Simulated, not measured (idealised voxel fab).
Module name: voxel quadruple lines (process module)
In the cross-section labelled cut, the width is 170 nm and each square cell is 5 nm.
Just so we're on the same page, the cross-sections are grids of square cells, and they're listed out in bands top to bottom, each band one or more rows deep.
Basically the band line says how high the top is and how high the bottom is, in nm, and then what's in it from left to right, every material with its width in nm. Empty space shows up as "blank", and if a single material carries "everywhere" it runs the full band edge to edge.
Basically, 0 is our baseline, since under it the wafer straight out of the box is all one material. The bottom band has no lower end and keeps on going down, so it looks like "z 0 and below".
Note: "30->40" means the width goes from the first number (top row of the band) to the second number (bottom row) in equal steps per row of cells.
"everything unchanged" for a step: no cell of the cross-section changed in that step.
Entry "Closed internal cavities" = empty spaces >= 8 cells with no open way to the top; each as width x height at distance, distance from left edge, all nm.
Post-settings text on a step line: simulator's own remark regarding the step.
What "overlay nm" on a step's line means: if the step has a mask, that mask lay this far to the right of its planned place, or, when the value is negative, to the left.
Below is the list of planned process steps:
| 1 | RECEIVE (material Si) |
| 2 | CONFORMAL_DEP (material Al2O3; thk nm 5) |
| 3 | DIRECTIONAL_DEP (material W; thk nm 10) |
| 4 | DIRECTIONAL_DEP (material polySi; thk nm 15) |
| 5 | DIRECTIONAL_DEP (material aC; thk nm 20) |
| 6 | PATTERN (tone cover; mask id MANDREL; material resist; width nm 20; pitch nm 60; thk nm 30; overlay nm 0) |
| 7 | DIRECTIONAL_ETCH (etch materials aC; depth nm 20) |
| 8 | STRIP (etch materials resist) |
| 9 | CONFORMAL_DEP (material SiO2; thk nm 10) |
| 10 | DIRECTIONAL_ETCH (etch materials SiO2; depth nm 10) |
| 11 | STRIP (etch materials aC) |
| 12 | DIRECTIONAL_ETCH (etch materials polySi; depth nm 5) |
| 13 | STRIP (etch materials SiO2) |
| 14 | CONFORMAL_DEP (material SiCN; thk nm 5) |
| 15 | DIRECTIONAL_ETCH (etch materials SiCN; depth nm 5) |
| 16 | STRIP (etch materials polySi) |
| 17 | DIRECTIONAL_ETCH (etch materials W; depth nm 10) |
| 18 | STRIP (etch materials SiCN) |
| 19 | FILL_DEP (material SiO2; thk nm 10) |
| 20 | CMP (height nm 15) |
varied across the wafers: depth nm of step 12. The plan shows the first wafer's value. All wafers start alike
Cross-section of the first of several received wafers, showing its state after step 1:
- z 0 and below: Si everywhere
- Closed internal cavities: none
Cross-section, first of several wafers, end of module, after last step 20:
- z 15 to 5: SiO2 everywhere
- z 5 to 0: Al2O3 everywhere
- z 0 and below: Si everywhere
- Closed internal cavities: none
Cross-section of the final wafer among several, taken at the end of the module:
- z 15 to 5: SiO2 30 / W 5 / SiO2 10 / W 5 / SiO2 10 / W 5 / SiO2 10 / W 5 / SiO2 10 / W 5 / SiO2 10 / W 5 / SiO2 10 / W 5 / SiO2 10 / W 5 / SiO2 30
- z 5 to 0: Al2O3 everywhere
- z 0 and below: Si everywhere
- Closed internal cavities: none
Gained (+) or lost (-) cells of each material since receipt, then closed voids: one row per wafer, at the end of the module:
depth nm 5 | +34 Al2O3 | +68 SiO2 | Closed internal cavities: none
depth nm 10 | +34 Al2O3 | +68 SiO2 | Closed internal cavities: none
depth nm 15 | +34 Al2O3 | +52 SiO2 | +16 W | Closed internal cavities: none
depth nm 20 | +34 Al2O3 | +52 SiO2 | +16 W | Closed internal cavities: none
depth nm 25 | +34 Al2O3 | +52 SiO2 | +16 W | Closed internal cavities: none
depth nm 30 | +34 Al2O3 | +52 SiO2 | +16 W | Closed internal cavities: none
